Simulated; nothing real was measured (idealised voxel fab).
Name of the process module below: voxel capacitor over wiring
We display cut, a cross-section 260 nm in width whose square cells are each 5 nm.
Think of the cross-section as a grid of square cells. We describe it in bands, top to bottom, and each band covers one or more rows of those cells.
The band entry comprises the height of the band's top followed by the height of its bottom, expressed in nm, and subsequently the band's materials from left to right, each stated together with its width in nm. Where a single material is marked with the word "edge to edge", that material fills the band from edge to edge. The word "blank" represents empty space.
Basically, 0 is our baseline, since under it the wafer straight out of the box is all one material. The bottom band has no lower end and keeps on going down, so it looks like "from 0 down".
The notation "30 to 40" denotes a width that varies across the rows of cells in the band, beginning at the first number in the top row, finishing at the second number in the bottom row, and changing by an identical amount from each row to the next.
"left unchanged" for a step: no cell of the cross-section changed in that step.
"Enclosed void entries" enumerates empty spaces isolated from the top, with no open way to it, that contain at least 8 cells, giving each as width x height at distance from the left edge, all three in nm.
Where a step's line continues beyond its settings, the continuation is a remark by the simulator itself on that step.
A step's line can hold "overlay nm"; with a mask on that step, the setting says how far right of the planned place the mask lay, while a negative setting says it lay to the left.
### List of planned process steps
1. op RECEIVE | material Si
2. op CONFORMAL_DEP | material SiO2 | thk nm 10
3. op CONFORMAL_DEP | material SiN | thk nm 5
4. op DIRECTIONAL_DEP | material SiO2 | thk nm 20
5. op MASKED_ETCH | tone open | mask id METAL_1 | width nm 25 | pitch nm 75 | etch materials SiO2 | depth nm 20 | overlay nm 0
6. op MASKED_ETCH | tone open | mask id METAL_1 | width nm 25 | pitch nm 75 | etch materials SiN | depth nm 5 | overlay nm 0
7. op CONFORMAL_DEP | material TiN | thk nm 5
8. op FILL_DEP | material Cu | thk nm 5
9. op CMP | height nm 35
10. op CONFORMAL_DEP | material SiCN | thk nm 5
11. op DIRECTIONAL_DEP | material SiO2 | thk nm 20
12. op DIRECTIONAL_DEP | material aC | thk nm 10
13. op PATTERN | tone open | mask id PLUG_1 | material resist | width nm 15 | thk nm 25 | overlay nm 0
14. op DIRECTIONAL_ETCH | etch materials aC | depth nm 10
15. op STRIP | etch materials resist
16. op DIRECTIONAL_ETCH | etch materials SiO2 | depth nm 20
17. op DIRECTIONAL_ETCH | etch materials SiCN | depth nm 5
18. op STRIP | etch materials aC
19. op EPI | material Ru | thk nm 10
20. op EPI | material Ru | thk nm 10
21. op EPI | material Ru | thk nm 5
22. op DIRECTIONAL_DEP | material TiN | thk nm 5
23. op DIRECTIONAL_DEP | material HfO2 | thk nm 5
24. op DIRECTIONAL_DEP | material TiN | thk nm 5
25. op PATTERN | tone cover | mask id UPPER_PLATE | material resist | width nm 55 | thk nm 20 | overlay nm 0
26. op DIRECTIONAL_ETCH | etch materials TiN | depth nm 5
27. op DIRECTIONAL_ETCH | etch materials HfO2 | depth nm 5
28. op STRIP | etch materials resist
29. op PATTERN | tone cover | mask id LOWER_PLATE | material resist | width nm 65 | thk nm 20 | overlay nm 0
30. op DIRECTIONAL_ETCH | etch materials TiN | depth nm 5
31. op STRIP | etch materials resist
32. op FILL_DEP | material SiO2 | thk nm 20
33. op CMP | height nm 90
34. op DIRECTIONAL_DEP | material aC | thk nm 15
35. op PATTERN | tone open | mask id PLUG_2 | material resist | width nm 15 | thk nm 35 | overlay nm 0
36. op DIRECTIONAL_ETCH | etch materials aC | depth nm 15
37. op STRIP | etch materials resist
38. op DIRECTIONAL_ETCH | etch materials SiO2 | depth nm 5
39. op STRIP | etch materials aC
40. op CONFORMAL_DEP | material TiN | thk nm 5
41. op FILL_DEP | material Ru | thk nm 5
42. op CMP | height nm 90
43. op CONFORMAL_DEP | material SiCN | thk nm 5
The depth nm used in step 38 is not the same on every wafer, whereas the starting condition is; the value printed in the plan is the first wafer's.
### Sectional view: first of several wafers, as received, after step 1
* from 0 down | Si edge to edge
* Enclosed void entries: none
### Cross-section, first of several wafers, end of module, after last step 43
* from 95 to 90 | SiCN edge to edge
* from 90 to 85 | 100 nm SiO2, 15 nm TiN, 145 nm SiO2
* from 85 to 75 | SiO2 edge to edge
* from 75 to 70 | 90 nm SiO2, 55 nm TiN, 115 nm SiO2
* from 70 to 65 | 90 nm SiO2, 55 nm HfO2, 115 nm SiO2
* from 65 to 60 | 85 nm SiO2, 65 nm TiN, 110 nm SiO2
* from 60 to 40 | 90 nm SiO2, 15 nm Ru, 155 nm SiO2
* from 40 to 35 | 90 nm SiCN, 15 nm Ru, 155 nm SiCN
* from 35 to 15 | 80 nm SiO2, 5 nm TiN, 15 nm Cu, 5 nm TiN, 50 nm SiO2, 5 nm TiN, 15 nm Cu, 5 nm TiN, 80 nm SiO2
* from 15 to 10 | 80 nm SiN, 25 nm TiN, 50 nm SiN, 25 nm TiN, 80 nm SiN
* from 10 to 0 | SiO2 edge to edge
* from 0 down | Si edge to edge
* Enclosed void entries: none
### Here's the last wafer cross-sectioned at the end of the module
* from 95 to 90 | SiCN edge to edge
* from 90 to 80 | 100 nm SiO2, 5 nm TiN, 5 nm Ru, 5 nm TiN, 145 nm SiO2
* from 80 to 70 | 100 to 90 nm SiO2, 15 to 55 nm TiN, 145 to 115 nm SiO2
* from 70 to 65 | 90 nm SiO2, 55 nm HfO2, 115 nm SiO2
* from 65 to 60 | 85 nm SiO2, 65 nm TiN, 110 nm SiO2
* from 60 to 40 | 90 nm SiO2, 15 nm Ru, 155 nm SiO2
* from 40 to 35 | 90 nm SiCN, 15 nm Ru, 155 nm SiCN
* from 35 to 15 | 80 nm SiO2, 5 nm TiN, 15 nm Cu, 5 nm TiN, 50 nm SiO2, 5 nm TiN, 15 nm Cu, 5 nm TiN, 80 nm SiO2
* from 15 to 10 | 80 nm SiN, 25 nm TiN, 50 nm SiN, 25 nm TiN, 80 nm SiN
* from 10 to 0 | SiO2 edge to edge
* from 0 down | Si edge to edge
* Enclosed void entries: none
### So in this table every wafer gets its own row, and what you see is where it stands at the end of the module: for each material, how many cells it picked up (+) or gave up (-) since we received it, and after that its closed voids
depth nm 5; +24 Cu; +11 HfO2; +15 Ru; +101 SiCN; +42 SiN; +742 SiO2; +53 TiN; Enclosed void entries: none
depth nm 10; +24 Cu; +11 HfO2; +16 Ru; +101 SiCN; +42 SiN; +739 SiO2; +55 TiN; Enclosed void entries: none
depth nm 15; +24 Cu; +11 HfO2; +17 Ru; +101 SiCN; +42 SiN; +736 SiO2; +57 TiN; Enclosed void entries: none
depth nm 20; +24 Cu; +11 HfO2; +17 Ru; +101 SiCN; +42 SiN; +736 SiO2; +57 TiN; Enclosed void entries: none
depth nm 25; +24 Cu; +11 HfO2; +17 Ru; +101 SiCN; +42 SiN; +736 SiO2; +57 TiN; Enclosed void entries: none
depth nm 30; +24 Cu; +11 HfO2; +17 Ru; +101 SiCN; +42 SiN; +736 SiO2; +57 TiN; Enclosed void entries: none
